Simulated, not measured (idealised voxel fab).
The process module that follows is named voxel self aligned contacts.
Section shown: cut. Width: 230 nm. Cell size: 5 nm, square.
Cross-sections here: square-cell grids, written as top-down lists of bands, a band being one or more rows of cells.
A band entry consists of two parts. The first gives the height of the band's top and the height of its bottom, in nm. The rest lists the band's materials from left to right, each with its width in nm. A single material labelled with the word "all across" fills the band from edge to edge, and the word "air" marks empty space.
Ref level 0: as-received wafer is one material below here. Bottom band extends down with no lower bound ("top 0, no bottom").
Top row gets the first number, bottom row gets the second, and each row in between changes by the same step: that is how a band width like "30..40" works.
Reading "remains unaltered" for a step: not a cell of the cross-section changed in it.
For the entry "Closed cavities", the listed items are empty spaces with no open way to the top whose size is 8 cells or more; each item follows the pattern width x height at distance, where distance is from the left edge and all three are in nm.
That trailing text on a step's line, after the settings, is the simulator's own remark on the step.
overlay nm: how far to the right of its planned place the mask lay on this masked step (negative: to the left).

**The process steps that were planned are listed below**
1) RECEIVE: material Si
2) OXIDIZE: depth nm 5
3) DIRECTIONAL_DEP: material polySi, thk nm 25
4) DIRECTIONAL_DEP: material SiN, thk nm 20
5) PATTERN: tone cover, mask id GATE, material resist, width nm 35, pitch nm 70, thk nm 15, overlay nm 0
6) DIRECTIONAL_ETCH: etch materials SiN, depth nm 20
7) DIRECTIONAL_ETCH: etch materials polySi, depth nm 25
8) STRIP: etch materials resist
9) CONFORMAL_DEP: material SiN, thk nm 5
10) DIRECTIONAL_ETCH: etch materials SiN, depth nm 5
11) FILL_DEP: material SiO2, thk nm 15
12) CMP: height nm 50
13) MASKED_ETCH: tone open, mask id CONTACT, width nm 55, etch materials SiO2, depth nm 55, overlay nm 0
14) CONFORMAL_DEP: material TiN, thk nm 5
15) FILL_DEP: material Ru, thk nm 10
16) CMP: height nm 50
17) CONFORMAL_DEP: material SiCN, thk nm 5

**Cross-sectional view of the wafer in its as-received condition, corresponding to the state after step 1**
	top 0, no bottom | Si all across
	Closed cavities: none

**Below is the wafer in cross-section after the module was completed. It began from the starting point shown above and followed the plan shown above, except that one mistake was made while running it**
	top 55, bottom 50 | SiCN all across
	top 50, bottom 45 | SiO2 80 nm; TiN 25 nm; Ru 15 nm; TiN 25 nm; SiO2 85 nm
	top 45, bottom 25 | SiO2 55 nm; SiN 45 nm; TiN 5 nm; Ru 15 nm; TiN 5 nm; SiN 45 nm; SiO2 60 nm
	top 25, bottom 0 | SiO2 55 nm; SiN 5 nm; polySi 35 nm; SiN 5 nm; TiN 5 nm; Ru 15 nm; TiN 5 nm; SiN 5 nm; polySi 35 nm; SiN 5 nm; SiO2 60 nm
	top 0, bottom -5 | SiO2 100 nm; TiN 25 nm; SiO2 105 nm
	top -5, no bottom | Si all across
	Closed cavities: none
What broke from the plan during processing? step 13 was run on a setting that differed from the plan, and what really ran there is MASKED_ETCH: tone open, mask id CONTACT, width nm 65, etch materials SiO2, depth nm 55, overlay nm 0
